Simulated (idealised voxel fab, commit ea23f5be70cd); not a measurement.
Documented hereafter: the process module known as voxel capacitor over wiring.
The width of the displayed cross-section, cut, is 190 nm; its cells are square, with a size of 5 nm.
For the purposes of this document, a cross-section shall be understood as a grid of square cells, specified as bands listed in top-to-bottom order, each band consisting of one or more rows of cells.
It is stipulated that each band's entry specify, in nanometres, the height of the top of the band and then that of its bottom, followed by the materials of the band in left-to-right sequence, each together with its width in nanometres. A single material marked by the word "throughout" is understood to fill the band from edge to edge; the word "empty" is understood to denote empty space.
The reference from which all heights are counted is 0, the level beneath which the as-received wafer is entirely one material; the lowest band, having no lower bound, proceeds downward and is written after the example "from 0 down".
Width spec "30..40" -> top row of cells at first value, bottom row at second value, equal per-row change in between.
Key: "identical to before" - step with no changed cell in the cross-section.
Heads up: "Closed void list" only lists the empty pockets with no open path to the top that are 8 cells or more, and it writes them as width x height at distance, distance from the left edge, in nm.
Heads up: the bit after the settings on a step's line is the simulator's remark on that step.
overlay nm: on a step with a mask, how far right of its planned place the mask lay; negative means left.
## Listed below are the process steps as planned
step 1: RECEIVE with material Si
step 2: CONFORMAL_DEP with material SiO2, thk nm 10
step 3: CONFORMAL_DEP with material SiN, thk nm 5
step 4: DIRECTIONAL_DEP with material SiO2, thk nm 15
step 5: DIRECTIONAL_DEP with material aC, thk nm 10
step 6: PATTERN with tone open, mask id METAL_1, material resist, width nm 30, pitch nm 80, thk nm 30, overlay nm 0
step 7: DIRECTIONAL_ETCH with etch materials aC, depth nm 10
step 8: STRIP with etch materials resist
step 9: DIRECTIONAL_ETCH with etch materials SiO2, depth nm 15
step 10: DIRECTIONAL_ETCH with etch materials SiN, depth nm 5
step 11: STRIP with etch materials aC
step 12: CONFORMAL_DEP with material TiN, thk nm 5
step 13: FILL_DEP with material Ru, thk nm 10
step 14: CMP with height nm 30
step 15: EPI with material Ru, thk nm 5
step 16: FILL_DEP with material SiCN, thk nm 5
step 17: DIRECTIONAL_DEP with material SiO2, thk nm 10
step 18: MASKED_ETCH with tone open, mask id PLUG_1, width nm 15, etch materials SiO2, depth nm 10, overlay nm 0
step 19: MASKED_ETCH with tone open, mask id PLUG_1, width nm 15, etch materials SiCN, depth nm 5, overlay nm 0
step 20: CONFORMAL_DEP with material TiN, thk nm 5
step 21: FILL_DEP with material Cu, thk nm 5
step 22: CMP with height nm 50
step 23: DIRECTIONAL_DEP with material TiN, thk nm 5
step 24: DIRECTIONAL_DEP with material HfO2, thk nm 5
step 25: DIRECTIONAL_DEP with material TiN, thk nm 10
step 26: DIRECTIONAL_DEP with material aC, thk nm 15
step 27: PATTERN with tone cover, mask id UPPER_PLATE, material resist, width nm 55, thk nm 30, overlay nm 0
step 28: DIRECTIONAL_ETCH with etch materials aC, depth nm 15
step 29: STRIP with etch materials resist
step 30: DIRECTIONAL_ETCH with etch materials TiN, depth nm 10
step 31: DIRECTIONAL_ETCH with etch materials HfO2, depth nm 5
step 32: STRIP with etch materials aC
step 33: PATTERN with tone cover, mask id LOWER_PLATE, material resist, width nm 65, thk nm 15, overlay nm 0
step 34: DIRECTIONAL_ETCH with etch materials TiN, depth nm 5
step 35: STRIP with etch materials resist
step 36: FILL_DEP with material SiO2, thk nm 20
step 37: CMP with height nm 85
step 38: MASKED_ETCH with tone open, mask id PLUG_2, width nm 15, etch materials SiO2, depth nm 15, overlay nm 0
step 39: CONFORMAL_DEP with material TiN, thk nm 5
step 40: FILL_DEP with material W, thk nm 5
step 41: CMP with height nm 85
step 42: CONFORMAL_DEP with material SiCN, thk nm 5
## The first of the two wafers, which ran as planned
## Here's what the wafer looked like in cross-section when it arrived - that's after step 1
	from 0 down  Si throughout
	Closed void list: none
## after step 2
	from 10 to 0  SiO2 throughout
	Everything below 0 is unchanged.
## after step 3
	from 15 to 10  SiN throughout
	Everything below 10 is unchanged.
## after step 4
	from 30 to 15  SiO2 throughout
	Everything below 15 is unchanged.
## after step 5
	from 40 to 30  aC throughout
	Everything below 30 is unchanged.
## after step 6
	from 70 to 40  resist 40, empty 30, resist 50, empty 30, resist 40
	Everything below 40 is unchanged.
## after step 7
	from 60 to 40  resist 40, empty 30, resist 50, empty 30, resist 40
	from 40 to 30  aC 40, empty 30, aC 50, empty 30, aC 40
	Everything below 30 is unchanged.
## after step 8
	from 40 to 30  aC 40, empty 30, aC 50, empty 30, aC 40
	Everything below 30 is unchanged.
## after step 9
	from 40 to 30  aC 40, empty 30, aC 50, empty 30, aC 40
	from 30 to 15  SiO2 40, empty 30, SiO2 50, empty 30, SiO2 40
	Everything below 15 is unchanged.
## after step 10
	from 40 to 30  aC 40, empty 30, aC 50, empty 30, aC 40
	from 30 to 15  SiO2 40, empty 30, SiO2 50, empty 30, SiO2 40
	from 15 to 10  SiN 40, empty 30, SiN 50, empty 30, SiN 40
	Everything below 10 is unchanged.
## after step 11
	from 30 to 15  SiO2 40, empty 30, SiO2 50, empty 30, SiO2 40
	Everything below 15 is unchanged.
## after step 12
	from 35 to 30  TiN 45, empty 20, TiN 60, empty 20, TiN 45
	from 30 to 15  SiO2 40, TiN 5, empty 20, TiN 5, SiO2 50, TiN 5, empty 20, TiN 5, SiO2 40
	from 15 to 10  SiN 40, TiN 30, SiN 50, TiN 30, SiN 40
	Everything below 10 is unchanged.
## after step 13
	from 45 to 35  Ru throughout
	from 35 to 30  TiN 45, Ru 20, TiN 60, Ru 20, TiN 45
	from 30 to 15  SiO2 40, TiN 5, Ru 20, TiN 5, SiO2 50, TiN 5, Ru 20, TiN 5, SiO2 40
	Everything below 15 is unchanged.
## after step 14
	from 30 to 15  SiO2 40, TiN 5, Ru 20, TiN 5, SiO2 50, TiN 5, Ru 20, TiN 5, SiO2 40
	Everything below 15 is unchanged.
## after step 15
	from 35 to 30  empty 35, Ru 40, empty 40, Ru 40, empty 35
	Everything below 30 is unchanged.
## after step 16
	from 40 to 35  SiCN throughout
	from 35 to 30  SiCN 35, Ru 40, SiCN 40, Ru 40, SiCN 35
	Everything below 30 is unchanged.
## after step 17
	from 50 to 40  SiO2 throughout
	Everything below 40 is unchanged.
## after step 18
	from 50 to 40  SiO2 55, empty 15, SiO2 120
	Everything below 40 is unchanged.
## after step 19
	from 50 to 40  SiO2 55, empty 15, SiO2 120
	from 40 to 35  SiCN 55, empty 15, SiCN 120
	Everything below 35 is unchanged.
## after step 20
	from 55 to 50  TiN 60, empty 5, TiN 125
	from 50 to 40  SiO2 55, TiN 5, empty 5, TiN 5, SiO2 120
	from 40 to 35  SiCN 55, TiN 15, SiCN 120
	Everything below 35 is unchanged.
## after step 21
	from 60 to 55  Cu throughout
	from 55 to 50  TiN 60, Cu 5, TiN 125
	from 50 to 40  SiO2 55, TiN 5, Cu 5, TiN 5, SiO2 120
	Everything below 40 is unchanged.
## after step 22
	from 50 to 40  SiO2 55, TiN 5, Cu 5, TiN 5, SiO2 120
	Everything below 40 is unchanged.
## after step 23
	from 55 to 50  TiN throughout
	Everything below 50 is unchanged.
## after step 24
	from 60 to 55  HfO2 throughout
	Everything below 55 is unchanged.
## after step 25
	from 70 to 60  TiN throughout
	Everything below 60 is unchanged.
## after step 26
	from 85 to 70  aC throughout
	Everything below 70 is unchanged.
## after step 27
	from 115 to 85  empty 55, resist 55, empty 80
	Everything below 85 is unchanged.
## after step 28
	from 100 to 85  empty 55, resist 55, empty 80
	from 85 to 70  empty 55, aC 55, empty 80
	Everything below 70 is unchanged.
## after step 29
	from 85 to 70  empty 55, aC 55, empty 80
	Everything below 70 is unchanged.
## after step 30
	from 85 to 70  empty 55, aC 55, empty 80
	from 70 to 60  empty 55, TiN 55, empty 80
	Everything below 60 is unchanged.
## after step 31
	from 85 to 70  empty 55, aC 55, empty 80
	from 70 to 60  empty 55, TiN 55, empty 80
	from 60 to 55  empty 55, HfO2 55, empty 80
	Everything below 55 is unchanged.
## after step 32
	from 70 to 60  empty 55, TiN 55, empty 80
	Everything below 60 is unchanged.
## after step 33
	from 85 to 70  empty 50, resist 65, empty 75
	from 70 to 60  empty 50, resist 5, TiN 55, resist 5, empty 75
	from 60 to 55  empty 50, resist 5, HfO2 55, resist 5, empty 75
	Everything below 55 is unchanged.
## after step 34
	from 85 to 70  empty 50, resist 65, empty 75
	from 70 to 60  empty 50, resist 5, TiN 55, resist 5, empty 75
	from 60 to 55  empty 50, resist 5, HfO2 55, resist 5, empty 75
	from 55 to 50  empty 50, TiN 65, empty 75
	Everything below 50 is unchanged.
## after step 35
	from 70 to 60  empty 55, TiN 55, empty 80
	from 60 to 55  empty 55, HfO2 55, empty 80
	Everything below 55 is unchanged.
## after step 36
	from 90 to 70  SiO2 throughout
	from 70 to 60  SiO2 55, TiN 55, SiO2 80
	from 60 to 55  SiO2 55, HfO2 55, SiO2 80
	from 55 to 50  SiO2 50, TiN 65, SiO2 75
	Everything below 50 is unchanged.
## after step 37
	from 85 to 70  SiO2 throughout
	Everything below 70 is unchanged.
## after step 38
	from 85 to 70  SiO2 65, empty 15, SiO2 110
	Everything below 70 is unchanged.
## after step 39
	from 90 to 85  TiN 70, empty 5, TiN 115
	from 85 to 75  SiO2 65, TiN 5, empty 5, TiN 5, SiO2 110
	from 75 to 70  SiO2 65, TiN 15, SiO2 110
	Everything below 70 is unchanged.
## after step 40
	from 95 to 90  W throughout
	from 90 to 85  TiN 70, W 5, TiN 115
	from 85 to 75  SiO2 65, TiN 5, W 5, TiN 5, SiO2 110
	Everything below 75 is unchanged.
## after step 41
	from 85 to 75  SiO2 65, TiN 5, W 5, TiN 5, SiO2 110
	Everything below 75 is unchanged.
## after step 42
	from 90 to 85  SiCN throughout
	Everything below 85 is unchanged.
## Wafer two. Identical start, identical plan. One mistake in execution. Identical history through step 37
## Second wafer shown in cross-section at the time step 38 was slated to end
	from 85 to 70  SiO2 60, empty 15, SiO2 115
	Everything below 70 is unchanged.
## Second wafer shown in cross-section at the time step 39 was slated to end
	from 90 to 85  TiN 65, empty 5, TiN 120
	from 85 to 75  SiO2 60, TiN 5, empty 5, TiN 5, SiO2 115
	from 75 to 70  SiO2 60, TiN 15, SiO2 115
	Everything below 70 is unchanged.
## Second wafer shown in cross-section at the time step 40 was slated to end
	from 95 to 90  W throughout
	from 90 to 85  TiN 65, W 5, TiN 120
	from 85 to 75  SiO2 60, TiN 5, W 5, TiN 5, SiO2 115
	Everything below 75 is unchanged.
## Second wafer shown in cross-section at the time step 41 was slated to end
	from 85 to 75  SiO2 60, TiN 5, W 5, TiN 5, SiO2 115
	Everything below 75 is unchanged.
## Second wafer shown in cross-section at the time step 42 was slated to end
	from 90 to 85  SiCN throughout
	Everything below 85 is unchanged.
So what did we get wrong on this run? note that step 38 departed from the planned setting and was carried out as MASKED_ETCH with tone open, mask id PLUG_2, width nm 15, etch materials SiO2, depth nm 15, overlay nm -5
Matching per-material cell counts, mismatched positions: that is how the second wafer compares with the first at the end.
